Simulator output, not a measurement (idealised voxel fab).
Module name: voxel capacitor over wiring (process module)
Square cells of 5 nm make up the cross-section cut, whose width is 230 nm.
Cross-section = grid of square cells, listed top down in bands; band = one or more rows. Look at the band entry: it leads with the top's height and the bottom's height in nm. Then it lists the materials left to right, with a width in nm for each. The word "edge to edge" on a single material says that material fills the band edge to edge. The word "empty" is empty space. Measure heights from 0. That's the level where, below it, the as-received wafer is all one material. The lowest band is bottomless and extends downward; write it as in "0 and below". Read "30 to 40" as a graded width: first number on top, second number at the bottom, same change between each pair of neighbouring rows. It should be understood that the words "no alterations made", when stated for a given step, signify that the cross-section underwent no change in any of its cells during that step. "Enclosed cavities" enumerates empty spaces isolated from the top, with no open way to it, that contain at least 8 cells, giving each as width x height at distance from the left edge, all three in nm. Text after the settings on a step's line: the simulator's own remark on that step. overlay nm: where the mask lay relative to plan, measured to the right, on steps with a mask; negatives go left. Pairs ahead. Before: cross-section ahead of one process step. After: cross-section once the step is done, shown to the lowest changed band only. Under each pair: that step, with settings. Caution: pairs may come from different runs of this module on the same starting wafer; a pair follows the pair above only where its "Status quo ante" entry says so.
Status quo ante:
* 80 down to 60  70 of resist; 15 of empty; 145 of resist
* 60 down to 40  70 of SiO2; 15 of empty; 145 of SiO2
* 40 down to 35  70 of SiCN; 15 of empty; 145 of SiCN
* 35 down to 30  60 of SiO2; 25 of TiN; 55 of SiO2; 25 of TiN; 65 of SiO2
* 30 down to 0  SiO2 edge to edge
* 0 and below  Si edge to edge
* Enclosed cavities: none
Cross-Section After Step:
* 60 down to 40  70 of SiO2; 15 of empty; 145 of SiO2
* Rest of section, below 40: as before.
* Enclosed cavities: none
Step linking the sections shown: STRIP | etch materials resist
Status quo ante: we pick up right where the pair above leaves off, with its after cross-section.
Cross-Section After Step:
* 65 down to 60  75 of TiN; 5 of empty; 150 of TiN
* 60 down to 40  70 of SiO2; 5 of TiN; 5 of empty; 5 of TiN; 145 of SiO2
* 40 down to 35  70 of SiCN; 15 of TiN; 145 of SiCN
* Rest of section, below 35: as before.
* Enclosed cavities: none
Step linking the sections shown: CONFORMAL_DEP | material TiN | thk nm 5
Status quo ante: we pick up right where the pair above leaves off, with its after cross-section.
Cross-Section After Step:
* 70 down to 65  Cu edge to edge
* 65 down to 60  75 of TiN; 5 of Cu; 150 of TiN
* 60 down to 40  70 of SiO2; 5 of TiN; 5 of Cu; 5 of TiN; 145 of SiO2
* Rest of section, below 40: as before.
* Enclosed cavities: none
Step linking the sections shown: FILL_DEP | material Cu | thk nm 5
Status quo ante: we pick up right where the pair above leaves off, with its after cross-section.
Cross-Section After Step:
* 60 down to 40  70 of SiO2; 5 of TiN; 5 of Cu; 5 of TiN; 145 of SiO2
* Rest of section, below 40: as before.
* Enclosed cavities: none
Step linking the sections shown: CMP | height nm 60
Status quo ante: we pick up right where the pair above leaves off, with its after cross-section.
Cross-Section After Step:
* 65 down to 60  TiN edge to edge
* Rest of section, below 60: as before.
* Enclosed cavities: none
Step linking the sections shown: DIRECTIONAL_DEP | material TiN | thk nm 5
Status quo ante: we pick up right where the pair above leaves off, with its after cross-section.
Cross-Section After Step:
* 70 down to 65  SiN edge to edge
* Rest of section, below 65: as before.
* Enclosed cavities: none
Step linking the sections shown: DIRECTIONAL_DEP | material SiN | thk nm 5
Status quo ante: we pick up right where the pair above leaves off, with its after cross-section.
Cross-Section After Step:
* 80 down to 70  TiN edge to edge
* Rest of section, below 70: as before.
* Enclosed cavities: none
Step linking the sections shown: DIRECTIONAL_DEP | material TiN | thk nm 10
Status quo ante: we pick up right where the pair above leaves off, with its after cross-section.
Cross-Section After Step:
* 100 down to 80  70 of empty; 60 of resist; 100 of empty
* Rest of section, below 80: as before.
* Enclosed cavities: none
Step linking the sections shown: PATTERN | tone cover | mask id UPPER_PLATE | material resist | width nm 60 | thk nm 20 | overlay nm 0
Status quo ante: we pick up right where the pair above leaves off, with its after cross-section.
Cross-Section After Step:
* 100 down to 80  70 of empty; 60 of resist; 100 of empty
* 80 down to 70  70 of empty; 60 of TiN; 100 of empty
* Rest of section, below 70: as before.
* Enclosed cavities: none
Step linking the sections shown: DIRECTIONAL_ETCH | etch materials TiN | depth nm 10
Status quo ante: we pick up right where the pair above leaves off, with its after cross-section.
Cross-Section After Step:
* 100 down to 80  70 of empty; 60 of resist; 100 of empty
* 80 down to 70  70 of empty; 60 of TiN; 100 of empty
* 70 down to 65  70 of empty; 60 of SiN; 100 of empty
* Rest of section, below 65: as before.
* Enclosed cavities: none
Step linking the sections shown: DIRECTIONAL_ETCH | etch materials SiN | depth nm 5
Status quo ante: we pick up right where the pair above leaves off, with its after cross-section.
Cross-Section After Step:
* 80 down to 70  70 of empty; 60 of TiN; 100 of empty
* Rest of section, below 70: as before.
* Enclosed cavities: none
Step linking the sections shown: STRIP | etch materials resist
Status quo ante: we pick up right where the pair above leaves off, with its after cross-section.
Cross-Section After Step:
* 95 down to 80  70 of empty; 60 of aC; 100 of empty
* 80 down to 70  70 of aC; 60 of TiN; 100 of aC
* 70 down to 65  70 of aC; 60 of SiN; 100 of aC
* Rest of section, below 65: as before.
* Enclosed cavities: none
Step linking the sections shown: DIRECTIONAL_DEP | material aC | thk nm 15
Status quo ante: we pick up right where the pair above leaves off, with its after cross-section.
Cross-Section After Step:
* 125 down to 95  65 of empty; 70 of resist; 95 of empty
* 95 down to 80  65 of empty; 5 of resist; 60 of aC; 5 of resist; 95 of empty
* Rest of section, below 80: as before.
* Enclosed cavities: none
Step linking the sections shown: PATTERN | tone cover | mask id LOWER_PLATE | material resist | width nm 70 | thk nm 30 | overlay nm 0
Status quo ante: we pick up right where the pair above leaves off, with its after cross-section.
Cross-Section After Step:
* 110 down to 95  65 of empty; 70 of resist; 95 of empty
* 95 down to 80  65 of empty; 5 of resist; 60 of aC; 5 of resist; 95 of empty
* 80 down to 70  65 of empty; 5 of aC; 60 of TiN; 5 of aC; 95 of empty
* 70 down to 65  65 of empty; 5 of aC; 60 of SiN; 5 of aC; 95 of empty
* Rest of section, below 65: as before.
* Enclosed cavities: none
Step linking the sections shown: DIRECTIONAL_ETCH | etch materials aC | depth nm 15
Status quo ante: we pick up right where the pair above leaves off, with its after cross-section.
Cross-Section After Step:
* 95 down to 80  70 of empty; 60 of aC; 100 of empty
* Rest of section, below 80: as before.
* Enclosed cavities: none
Step linking the sections shown: STRIP | etch materials resist
Status quo ante: we pick up right where the pair above leaves off, with its after cross-section.
Cross-Section After Step:
* 95 down to 80  70 of empty; 60 of aC; 100 of empty
* 80 down to 70  65 of empty; 5 of aC; 60 of TiN; 5 of aC; 95 of empty
* 70 down to 65  65 of empty; 5 of aC; 60 of SiN; 5 of aC; 95 of empty
* 65 down to 60  65 of empty; 70 of TiN; 95 of empty
* Rest of section, below 60: as before.
* Enclosed cavities: none
Step linking the sections shown: DIRECTIONAL_ETCH | etch materials TiN | depth nm 5
Status quo ante: we pick up right where the pair above leaves off, with its after cross-section.
Cross-Section After Step:
* 80 down to 70  70 of empty; 60 of TiN; 100 of empty
* 70 down to 65  70 of empty; 60 of SiN; 100 of empty
* Rest of section, below 65: as before.
* Enclosed cavities: none
Step linking the sections shown: STRIP | etch materials aC
Status quo ante: we pick up right where the pair above leaves off, with its after cross-section.
Cross-Section After Step:
* 95 down to 80  SiO2 edge to edge
* 80 down to 70  70 of SiO2; 60 of TiN; 100 of SiO2
* 70 down to 65  70 of SiO2; 60 of SiN; 100 of SiO2
* 65 down to 60  65 of SiO2; 70 of TiN; 95 of SiO2
* Rest of section, below 60: as before.
* Enclosed cavities: none
Step linking the sections shown: FILL_DEP | material SiO2 | thk nm 15
Status quo ante: we pick up right where the pair above leaves off, with its after cross-section.
Cross-Section After Step:
* 90 down to 80  SiO2 edge to edge
* Rest of section, below 80: as before.
* Enclosed cavities: none
Step linking the sections shown: CMP | height nm 90
Status quo ante: we pick up right where the pair above leaves off, with its after cross-section.
Cross-Section After Step:
* 100 down to 90  aC edge to edge
* Rest of section, below 90: as before.
* Enclosed cavities: none
Step linking the sections shown: DIRECTIONAL_DEP | material aC | thk nm 10
Status quo ante: we pick up right where the pair above leaves off, with its after cross-section.
Cross-Section After Step:
* 130 down to 100  80 of resist; 15 of empty; 135 of resist
* Rest of section, below 100: as before.
* Enclosed cavities: none
Step linking the sections shown: PATTERN | tone open | mask id PLUG_2 | material resist | width nm 15 | thk nm 30 | overlay nm 0
Status quo ante: we pick up right where the pair above leaves off, with its after cross-section.
Cross-Section After Step:
* 120 down to 100  80 of resist; 15 of empty; 135 of resist
* 100 down to 90  80 of aC; 15 of empty; 135 of aC
* Rest of section, below 90: as before.
* Enclosed cavities: none
Step linking the sections shown: DIRECTIONAL_ETCH | etch materials aC | depth nm 10
Status quo ante: we pick up right where the pair above leaves off, with its after cross-section.
Cross-Section After Step:
* 100 down to 90  80 of aC; 15 of empty; 135 of aC
* Rest of section, below 90: as before.
* Enclosed cavities: none
Step linking the sections shown: STRIP | etch materials resist
Status quo ante: we pick up right where the pair above leaves off, with its after cross-section.
Cross-Section After Step:
* 100 down to 90  80 of aC; 15 of empty; 135 of aC
* 90 down to 80  80 of SiO2; 15 of empty; 135 of SiO2
* Rest of section, below 80: as before.
* Enclosed cavities: none
Step linking the sections shown: DIRECTIONAL_ETCH | etch materials SiO2 | depth nm 10
Status quo ante: we pick up right where the pair above leaves off, with its after cross-section.
Cross-Section After Step:
* 90 down to 80  80 of SiO2; 15 of empty; 135 of SiO2
* Rest of section, below 80: as before.
* Enclosed cavities: none
Step linking the sections shown: STRIP | etch materials aC
Status quo ante: we pick up right where the pair above leaves off, with its after cross-section.
Cross-Section After Step:
* 95 down to 90  85 of TiN; 5 of empty; 140 of TiN
* 90 down to 85  80 of SiO2; 5 of TiN; 5 of empty; 5 of TiN; 135 of SiO2
* 85 down to 80  80 of SiO2; 15 of TiN; 135 of SiO2
* Rest of section, below 80: as before.
* Enclosed cavities: none
Step linking the sections shown: CONFORMAL_DEP | material TiN | thk nm 5
Status quo ante: we pick up right where the pair above leaves off, with its after cross-section.
Cross-Section After Step:
* 100 down to 95  Ru edge to edge
* 95 down to 90  85 of TiN; 5 of Ru; 140 of TiN
* 90 down to 85  80 of SiO2; 5 of TiN; 5 of Ru; 5 of TiN; 135 of SiO2
* Rest of section, below 85: as before.
* Enclosed cavities: none
Step linking the sections shown: FILL_DEP | material Ru | thk nm 5
Status quo ante: we pick up right where the pair above leaves off, with its after cross-section.
Cross-Section After Step:
* 90 down to 85  80 of SiO2; 5 of TiN; 5 of Ru; 5 of TiN; 135 of SiO2
* Rest of section, below 85: as before.
* Enclosed cavities: none
Step linking the sections shown: CMP | height nm 90
Status quo ante: we pick up right where the pair above leaves off, with its after cross-section.
Cross-Section After Step:
* 95 down to 90  SiCN edge to edge
* Rest of section, below 90: as before.
* Enclosed cavities: none
Step linking the sections shown: CONFORMAL_DEP | material SiCN | thk nm 5
Status quo ante:
* 30 down to 15  Ru edge to edge
* 15 down to 0  SiO2 edge to edge
* 0 and below  Si edge to edge
* Enclosed cavities: none
Cross-Section After Step:
* 35 down to 30  TiN edge to edge
* Rest of section, below 30: as before.
* Enclosed cavities: none
Step linking the sections shown: DIRECTIONAL_DEP | material TiN | thk nm 5
Status quo ante: we pick up right where the pair above leaves off, with its after cross-section.
Cross-Section After Step:
* 35 down to 30  60 of empty; 25 of TiN; 55 of empty; 25 of TiN; 65 of empty
* Rest of section, below 30: as before.
* Enclosed cavities: none
Step linking the sections shown: MASKED_ETCH | tone cover | mask id METAL_1 | width nm 25 | pitch nm 80 | etch materials TiN | depth nm 5 | overlay nm 0
Status quo ante: we pick up right where the pair above leaves off, with its after cross-section.
Cross-Section After Step:
* 40 down to 35  SiO2 edge to edge
* 35 down to 30  60 of SiO2; 25 of TiN; 55 of SiO2; 25 of TiN; 65 of SiO2
* Rest of section, below 30: as before.
* Enclosed cavities: none
Step linking the sections shown: FILL_DEP | material SiO2 | thk nm 5
Status quo ante: we pick up right where the pair above leaves off, with its after cross-section.
Cross-Section After Step:
* 35 down to 30  60 of SiO2; 25 of TiN; 55 of SiO2; 25 of TiN; 65 of SiO2
* Rest of section, below 30: as before.
* Enclosed cavities: none
Step linking the sections shown: CMP | height nm 35
Status quo ante: we pick up right where the pair above leaves off, with its after cross-section.
Cross-Section After Step:
* 40 down to 35  SiCN edge to edge
* Rest of section, below 35: as before.
* Enclosed cavities: none
Step linking the sections shown: CONFORMAL_DEP | material SiCN | thk nm 5
Status quo ante: we pick up right where the pair above leaves off, with its after cross-section.
Cross-Section After Step:
* 60 down to 40  SiO2 edge to edge
* Rest of section, below 40: as before.
* Enclosed cavities: none
Step linking the sections shown: DIRECTIONAL_DEP | material SiO2 | thk nm 20
Status quo ante: we pick up right where the pair above leaves off, with its after cross-section.
Cross-Section After Step:
* 80 down to 60  70 of resist; 15 of empty; 145 of resist
* Rest of section, below 60: as before.
* Enclosed cavities: none
Step linking the sections shown: PATTERN | tone open | mask id PLUG_1 | material resist | width nm 15 | thk nm 20 | overlay nm 0
Status quo ante: we pick up right where the pair above leaves off, with its after cross-section.
Cross-Section After Step:
* 80 down to 60  70 of resist; 15 of empty; 145 of resist
* 60 down to 40  70 of SiO2; 15 of empty; 145 of SiO2
* Rest of section, below 40: as before.
* Enclosed cavities: none
Step linking the sections shown: DIRECTIONAL_ETCH | etch materials SiO2 | depth nm 20
Status quo ante: we pick up right where the pair above leaves off, with its after cross-section.
Cross-Section After Step:
* 80 down to 60  70 of resist; 15 of empty; 145 of resist
* 60 down to 40  70 of SiO2; 15 of empty; 145 of SiO2
* 40 down to 35  70 of SiCN; 15 of empty; 145 of SiCN
* Rest of section, below 35: as before.
* Enclosed cavities: none
Step linking the sections shown: DIRECTIONAL_ETCH | etch materials SiCN | depth nm 5
Status quo ante: we pick up right where the pair above leaves off, with its after cross-section.
Cross-Section After Step:
* 60 down to 40  70 of SiO2; 15 of empty; 145 of SiO2
* Rest of section, below 40: as before.
* Enclosed cavities: none
Step linking the sections shown: STRIP | etch materials resist
Status quo ante: we pick up right where the pair above leaves off, with its after cross-section.
Cross-Section After Step:
* 65 down to 60  75 of TiN; 5 of empty; 150 of TiN
* 60 down to 40  70 of SiO2; 5 of TiN; 5 of empty; 5 of TiN; 145 of SiO2
* 40 down to 35  70 of SiCN; 15 of TiN; 145 of SiCN
* Rest of section, below 35: as before.
* Enclosed cavities: none
Step linking the sections shown: CONFORMAL_DEP | material TiN | thk nm 5
Status quo ante: we pick up right where the pair above leaves off, with its after cross-section.
Cross-Section After Step:
* 70 down to 65  Cu edge to edge
* 65 down to 60  75 of TiN; 5 of Cu; 150 of TiN
* 60 down to 40  70 of SiO2; 5 of TiN; 5 of Cu; 5 of TiN; 145 of SiO2
* Rest of section, below 40: as before.
* Enclosed cavities: none
Step linking the sections shown: FILL_DEP | material Cu | thk nm 5
Status quo ante: we pick up right where the pair above leaves off, with its after cross-section.
Cross-Section After Step:
* 60 down to 40  70 of SiO2; 5 of TiN; 5 of Cu; 5 of TiN; 145 of SiO2
* Rest of section, below 40: as before.
* Enclosed cavities: none
Step linking the sections shown: CMP | height nm 60
Status quo ante: we pick up right where the pair above leaves off, with its after cross-section.
Cross-Section After Step:
* 65 down to 60  TiN edge to edge
* Rest of section, below 60: as before.
* Enclosed cavities: none
Step linking the sections shown: DIRECTIONAL_DEP | material TiN | thk nm 5
Status quo ante: we pick up right where the pair above leaves off, with its after cross-section.
Cross-Section After Step:
* 70 down to 65  SiN edge to edge
* Rest of section, below 65: as before.
* Enclosed cavities: none
Step linking the sections shown: DIRECTIONAL_DEP | material SiN | thk nm 5
Status quo ante: we pick up right where the pair above leaves off, with its after cross-section.
Cross-Section After Step:
* 80 down to 70  TiN edge to edge
* Rest of section, below 70: as before.
* Enclosed cavities: none
Step linking the sections shown: DIRECTIONAL_DEP | material TiN | thk nm 10
Status quo ante: we pick up right where the pair above leaves off, with its after cross-section.
Cross-Section After Step:
* 100 down to 80  70 of empty; 60 of resist; 100 of empty
* Rest of section, below 80: as before.
* Enclosed cavities: none
Step linking the sections shown: PATTERN | tone cover | mask id UPPER_PLATE | material resist | width nm 60 | thk nm 20 | overlay nm 0
Status quo ante: we pick up right where the pair above leaves off, with its after cross-section.
Cross-Section After Step:
* 100 down to 80  70 of empty; 60 of resist; 100 of empty
* 80 down to 70  70 of empty; 60 of TiN; 100 of empty
* Rest of section, below 70: as before.
* Enclosed cavities: none
Step linking the sections shown: DIRECTIONAL_ETCH | etch materials TiN | depth nm 10
Status quo ante: we pick up right where the pair above leaves off, with its after cross-section.
Cross-Section After Step:
* 100 down to 80  70 of empty; 60 of resist; 100 of empty
* 80 down to 70  70 of empty; 60 of TiN; 100 of empty
* 70 down to 65  70 of empty; 60 of SiN; 100 of empty
* Rest of section, below 65: as before.
* Enclosed cavities: none
Step linking the sections shown: DIRECTIONAL_ETCH | etch materials SiN | depth nm 5
Status quo ante: we pick up right where the pair above leaves off, with its after cross-section.
Cross-Section After Step:
* 80 down to 70  70 of empty; 60 of TiN; 100 of empty
* Rest of section, below 70: as before.
* Enclosed cavities: none
Step linking the sections shown: STRIP | etch materials resist
Status quo ante: we pick up right where the pair above leaves off, with its after cross-section.
Cross-Section After Step:
* 95 down to 80  70 of empty; 60 of aC; 100 of empty
* 80 down to 70  70 of aC; 60 of TiN; 100 of aC
* 70 down to 65  70 of aC; 60 of SiN; 100 of aC
* Rest of section, below 65: as before.
* Enclosed cavities: none
Step linking the sections shown: DIRECTIONAL_DEP | material aC | thk nm 15
Status quo ante: we pick up right where the pair above leaves off, with its after cross-section.
Cross-Section After Step:
* 125 down to 95  65 of empty; 70 of resist; 95 of empty
* 95 down to 80  65 of empty; 5 of resist; 60 of aC; 5 of resist; 95 of empty
* Rest of section, below 80: as before.
* Enclosed cavities: none
Step linking the sections shown: PATTERN | tone cover | mask id LOWER_PLATE | material resist | width nm 70 | thk nm 30 | overlay nm 0
Status quo ante: we pick up right where the pair above leaves off, with its after cross-section.
Cross-Section After Step:
* 110 down to 95  65 of empty; 70 of resist; 95 of empty
* 95 down to 80  65 of empty; 5 of resist; 60 of aC; 5 of resist; 95 of empty
* 80 down to 70  65 of empty; 5 of aC; 60 of TiN; 5 of aC; 95 of empty
* 70 down to 65  65 of empty; 5 of aC; 60 of SiN; 5 of aC; 95 of empty
* Rest of section, below 65: as before.
* Enclosed cavities: none
Step linking the sections shown: DIRECTIONAL_ETCH | etch materials aC | depth nm 15
Status quo ante: we pick up right where the pair above leaves off, with its after cross-section.
Cross-Section After Step:
* 95 down to 80  70 of empty; 60 of aC; 100 of empty
* Rest of section, below 80: as before.
* Enclosed cavities: none
Step linking the sections shown: STRIP | etch materials resist
Status quo ante: we pick up right where the pair above leaves off, with its after cross-section.
Cross-Section After Step:
* 95 down to 80  70 of empty; 60 of aC; 100 of empty
* 80 down to 70  65 of empty; 5 of aC; 60 of TiN; 5 of aC; 95 of empty
* 70 down to 65  65 of empty; 5 of aC; 60 of SiN; 5 of aC; 95 of empty
* 65 down to 60  65 of empty; 70 of TiN; 95 of empty
* Rest of section, below 60: as before.
* Enclosed cavities: none
Step linking the sections shown: DIRECTIONAL_ETCH | etch materials TiN | depth nm 5
Status quo ante: we pick up right where the pair above leaves off, with its after cross-section.
Cross-Section After Step:
* 80 down to 70  70 of empty; 60 of TiN; 100 of empty
* 70 down to 65  70 of empty; 60 of SiN; 100 of empty
* Rest of section, below 65: as before.
* Enclosed cavities: none
Step linking the sections shown: STRIP | etch materials aC
Status quo ante: we pick up right where the pair above leaves off, with its after cross-section.
Cross-Section After Step:
* 95 down to 80  SiO2 edge to edge
* 80 down to 70  70 of SiO2; 60 of TiN; 100 of SiO2
* 70 down to 65  70 of SiO2; 60 of SiN; 100 of SiO2
* 65 down to 60  65 of SiO2; 70 of TiN; 95 of SiO2
* Rest of section, below 60: as before.
* Enclosed cavities: none
Step linking the sections shown: FILL_DEP | material SiO2 | thk nm 15
Status quo ante: we pick up right where the pair above leaves off, with its after cross-section.
Cross-Section After Step:
* 90 down to 80  SiO2 edge to edge
* Rest of section, below 80: as before.
* Enclosed cavities: none
Step linking the sections shown: CMP | height nm 90
Status quo ante: we pick up right where the pair above leaves off, with its after cross-section.
Cross-Section After Step:
* 100 down to 90  aC edge to edge
* Rest of section, below 90: as before.
* Enclosed cavities: none
Step linking the sections shown: DIRECTIONAL_DEP | material aC | thk nm 10
Status quo ante: we pick up right where the pair above leaves off, with its after cross-section.
Cross-Section After Step:
* 130 down to 100  80 of resist; 15 of empty; 135 of resist
* Rest of section, below 100: as before.
* Enclosed cavities: none
Step linking the sections shown: PATTERN | tone open | mask id PLUG_2 | material resist | width nm 15 | thk nm 30 | overlay nm 0
Status quo ante: we pick up right where the pair above leaves off, with its after cross-section.
Cross-Section After Step:
* 120 down to 100  80 of resist; 15 of empty; 135 of resist
* 100 down to 90  80 of aC; 15 of empty; 135 of aC
* Rest of section, below 90: as before.
* Enclosed cavities: none
Step linking the sections shown: DIRECTIONAL_ETCH | etch materials aC | depth nm 10
Status quo ante: we pick up right where the pair above leaves off, with its after cross-section.
Cross-Section After Step:
* 100 down to 90  80 of aC; 15 of empty; 135 of aC
* Rest of section, below 90: as before.
* Enclosed cavities: none
Step linking the sections shown: STRIP | etch materials resist
Status quo ante: we pick up right where the pair above leaves off, with its after cross-section.
Cross-Section After Step:
* 100 down to 90  80 of aC; 15 of empty; 135 of aC
* 90 down to 80  80 of SiO2; 15 of empty; 135 of SiO2
* Rest of section, below 80: as before.
* Enclosed cavities: none
Step linking the sections shown: DIRECTIONAL_ETCH | etch materials SiO2 | depth nm 10
Status quo ante: we pick up right where the pair above leaves off, with its after cross-section.
Cross-Section After Step:
* 90 down to 80  80 of SiO2; 15 of empty; 135 of SiO2
* Rest of section, below 80: as before.
* Enclosed cavities: none
Step linking the sections shown: STRIP | etch materials aC
Status quo ante: we pick up right where the pair above leaves off, with its after cross-section.
Cross-Section After Step:
* 95 down to 90  85 of TiN; 5 of empty; 140 of TiN
* 90 down to 85  80 of SiO2; 5 of TiN; 5 of empty; 5 of TiN; 135 of SiO2
* 85 down to 80  80 of SiO2; 15 of TiN; 135 of SiO2
* Rest of section, below 80: as before.
* Enclosed cavities: none
Step linking the sections shown: CONFORMAL_DEP | material TiN | thk nm 5
Status quo ante: we pick up right where the pair above leaves off, with its after cross-section.
Cross-Section After Step:
* 100 down to 95  Ru edge to edge
* 95 down to 90  85 of TiN; 5 of Ru; 140 of TiN
* 90 down to 85  80 of SiO2; 5 of TiN; 5 of Ru; 5 of TiN; 135 of SiO2
* Rest of section, below 85: as before.
* Enclosed cavities: none
Step linking the sections shown: FILL_DEP | material Ru | thk nm 5
Status quo ante: we pick up right where the pair above leaves off, with its after cross-section.
Cross-Section After Step:
* 90 down to 85  80 of SiO2; 5 of TiN; 5 of Ru; 5 of TiN; 135 of SiO2
* Rest of section, below 85: as before.
* Enclosed cavities: none
Step linking the sections shown: CMP | height nm 90
Status quo ante: we pick up right where the pair above leaves off, with its after cross-section.
Cross-Section After Step:
* 95 down to 90  SiCN edge to edge
* Rest of section, below 90: as before.
* Enclosed cavities: none
Step linking the sections shown: CONFORMAL_DEP | material SiCN | thk nm 5
Status quo ante:
* 100 down to 95  Ru edge to edge
* 95 down to 90  85 of TiN; 5 of Ru; 140 of TiN
* 90 down to 85  80 of SiO2; 5 of TiN; 5 of Ru; 5 of TiN; 135 of SiO2
* 85 down to 80  80 of SiO2; 15 of TiN; 135 of SiO2
* 80 down to 70  70 of SiO2; 60 of TiN; 100 of SiO2
* 70 down to 65  70 of SiO2; 60 of SiN; 100 of SiO2
* 65 down to 60  65 of SiO2; 70 of TiN; 95 of SiO2
* 60 down to 40  70 of SiO2; 5 of TiN; 5 of Cu; 5 of TiN; 145 of SiO2
* 40 down to 35  70 of SiCN; 15 of TiN; 145 of SiCN
* 35 down to 20  60 of SiO2; 25 of Ru; 55 of SiO2; 25 of Ru; 65 of SiO2
* 20 down to 15  60 of SiO2; 25 of TiN; 55 of SiO2; 25 of TiN; 65 of SiO2
* 15 down to 0  SiO2 edge to edge
* 0 and below  Si edge to edge
* Enclosed cavities: none
Cross-Section After Step:
* 80 down to 70  70 of SiO2; 60 of TiN; 100 of SiO2
* Rest of section, below 70: as before.
* Enclosed cavities: none
Step linking the sections shown: CMP | height nm 80
Status quo ante: we pick up right where the pair above leaves off, with its after cross-section.
Cross-Section After Step:
* 85 down to 80  SiCN edge to edge
* Rest of section, below 80: as before.
* Enclosed cavities: none
Step linking the sections shown: CONFORMAL_DEP | material SiCN | thk nm 5
Status quo ante:
* 100 down to 90  aC edge to edge
* 90 down to 80  SiO2 edge to edge
* 80 down to 70  70 of SiO2; 60 of TiN; 100 of SiO2
* 70 down to 65  70 of SiO2; 60 of SiN; 100 of SiO2
* 65 down to 60  65 of SiO2; 70 of TiN; 95 of SiO2
* 60 down to 40  70 of SiO2; 5 of TiN; 5 of Cu; 5 of TiN; 145 of SiO2
* 40 down to 35  70 of SiCN; 15 of TiN; 145 of SiCN
* 35 down to 20  60 of SiO2; 25 of Ru; 55 of SiO2; 25 of Ru; 65 of SiO2
* 20 down to 15  60 of SiO2; 25 of TiN; 55 of SiO2; 25 of TiN; 65 of SiO2
* 15 down to 0  SiO2 edge to edge
* 0 and below  Si edge to edge
* Enclosed cavities: none
Cross-Section After Step:
* 130 down to 100  75 of resist; 25 of empty; 130 of resist
* Rest of section, below 100: as before.
* Enclosed cavities: none
Step linking the sections shown: PATTERN | tone open | mask id PLUG_2 | material resist | width nm 25 | thk nm 30 | overlay nm 0
Status quo ante: we pick up right where the pair above leaves off, with its after cross-section.
Cross-Section After Step:
* 120 down to 100  75 of resist; 25 of empty; 130 of resist
* 100 down to 90  75 of aC; 25 of empty; 130 of aC
* Rest of section, below 90: as before.
* Enclosed cavities: none
Step linking the sections shown: DIRECTIONAL_ETCH | etch materials aC | depth nm 10
Status quo ante: we pick up right where the pair above leaves off, with its after cross-section.
Cross-Section After Step:
* 100 down to 90  75 of aC; 25 of empty; 130 of aC
* Rest of section, below 90: as before.
* Enclosed cavities: none
Step linking the sections shown: STRIP | etch materials resist
Status quo ante: we pick up right where the pair above leaves off, with its after cross-section.
Cross-Section After Step:
* 100 down to 90  75 of aC; 25 of empty; 130 of aC
* 90 down to 80  75 of SiO2; 25 of empty; 130 of SiO2
* Rest of section, below 80: as before.
* Enclosed cavities: none
Step linking the sections shown: DIRECTIONAL_ETCH | etch materials SiO2 | depth nm 10
Status quo ante: we pick up right where the pair above leaves off, with its after cross-section.
Cross-Section After Step:
* 90 down to 80  75 of SiO2; 25 of empty; 130 of SiO2
* Rest of section, below 80: as before.
* Enclosed cavities: none
Step linking the sections shown: STRIP | etch materials aC
Status quo ante: we pick up right where the pair above leaves off, with its after cross-section.
Cross-Section After Step:
* 95 down to 90  80 of TiN; 15 of empty; 135 of TiN
* 90 down to 85  75 of SiO2; 5 of TiN; 15 of empty; 5 of TiN; 130 of SiO2
* 85 down to 80  75 of SiO2; 25 of TiN; 130 of SiO2
* Rest of section, below 80: as before.
* Enclosed cavities: none
Step linking the sections shown: CONFORMAL_DEP | material TiN | thk nm 5
Status quo ante: we pick up right where the pair above leaves off, with its after cross-section.
Cross-Section After Step:
* 100 down to 95  Ru edge to edge
* 95 down to 90  80 of TiN; 15 of Ru; 135 of TiN
* 90 down to 85  75 of SiO2; 5 of TiN; 15 of Ru; 5 of TiN; 130 of SiO2
* Rest of section, below 85: as before.
* Enclosed cavities: none
Step linking the sections shown: FILL_DEP | material Ru | thk nm 5
Status quo ante: we pick up right where the pair above leaves off, with its after cross-section.
Cross-Section After Step:
* 90 down to 85  75 of SiO2; 5 of TiN; 15 of Ru; 5 of TiN; 130 of SiO2
* Rest of section, below 85: as before.
* Enclosed cavities: none
Step linking the sections shown: CMP | height nm 90
Status quo ante: we pick up right where the pair above leaves off, with its after cross-section.
Cross-Section After Step:
* 95 down to 90  SiCN edge to edge
* Rest of section, below 90: as before.
* Enclosed cavities: none
Step linking the sections shown: CONFORMAL_DEP | material SiCN | thk nm 5
Status quo ante:
* 95 down to 80  70 of empty; 60 of aC; 100 of empty
* 80 down to 70  70 of aC; 60 of TiN; 100 of aC
* 70 down to 65  70 of aC; 60 of SiN; 100 of aC
* 65 down to 60  TiN edge to edge
* 60 down to 40  70 of SiO2; 5 of TiN; 5 of Cu; 5 of TiN; 145 of SiO2
* 40 down to 35  70 of SiCN; 15 of TiN; 145 of SiCN
* 35 down to 20  60 of SiO2; 25 of Ru; 55 of SiO2; 25 of Ru; 65 of SiO2
* 20 down to 15  60 of SiO2; 25 of TiN; 55 of SiO2; 25 of TiN; 65 of SiO2
* 15 down to 0  SiO2 edge to edge
* 0 and below  Si edge to edge
* Enclosed cavities: none
Cross-Section After Step:
* 125 down to 95  70 of empty; 70 of resist; 90 of empty
* 95 down to 80  70 of empty; 60 of aC; 10 of resist; 90 of empty
* Rest of section, below 80: as before.
* Enclosed cavities: none
Step linking the sections shown: PATTERN | tone cover | mask id LOWER_PLATE | material resist | width nm 70 | thk nm 30 | overlay nm 5
Status quo ante: we pick up right where the pair above leaves off, with its after cross-section.
Cross-Section After Step:
* 110 down to 95  70 of empty; 70 of resist; 90 of empty
* 95 down to 80  70 of empty; 60 of aC; 10 of resist; 90 of empty
* 80 down to 70  70 of empty; 60 of TiN; 10 of aC; 90 of empty
* 70 down to 65  70 of empty; 60 of SiN; 10 of aC; 90 of empty
* Rest of section, below 65: as before.
* Enclosed cavities: none
Step linking the sections shown: DIRECTIONAL_ETCH | etch materials aC | depth nm 15
Status quo ante: we pick up right where the pair above leaves off, with its after cross-section.
Cross-Section After Step:
* 95 down to 80  70 of empty; 60 of aC; 100 of empty
* Rest of section, below 80: as before.
* Enclosed cavities: none
Step linking the sections shown: STRIP | etch materials resist
Status quo ante: we pick up right where the pair above leaves off, with its after cross-section.
Cross-Section After Step:
* 95 down to 80  70 of empty; 60 of aC; 100 of empty
* 80 down to 70  70 of empty; 60 of TiN; 10 of aC; 90 of empty
* 70 down to 65  70 of empty; 60 of SiN; 10 of aC; 90 of empty
* 65 down to 60  70 of empty; 70 of TiN; 90 of empty
* Rest of section, below 60: as before.
* Enclosed cavities: none
Step linking the sections shown: DIRECTIONAL_ETCH | etch materials TiN | depth nm 5
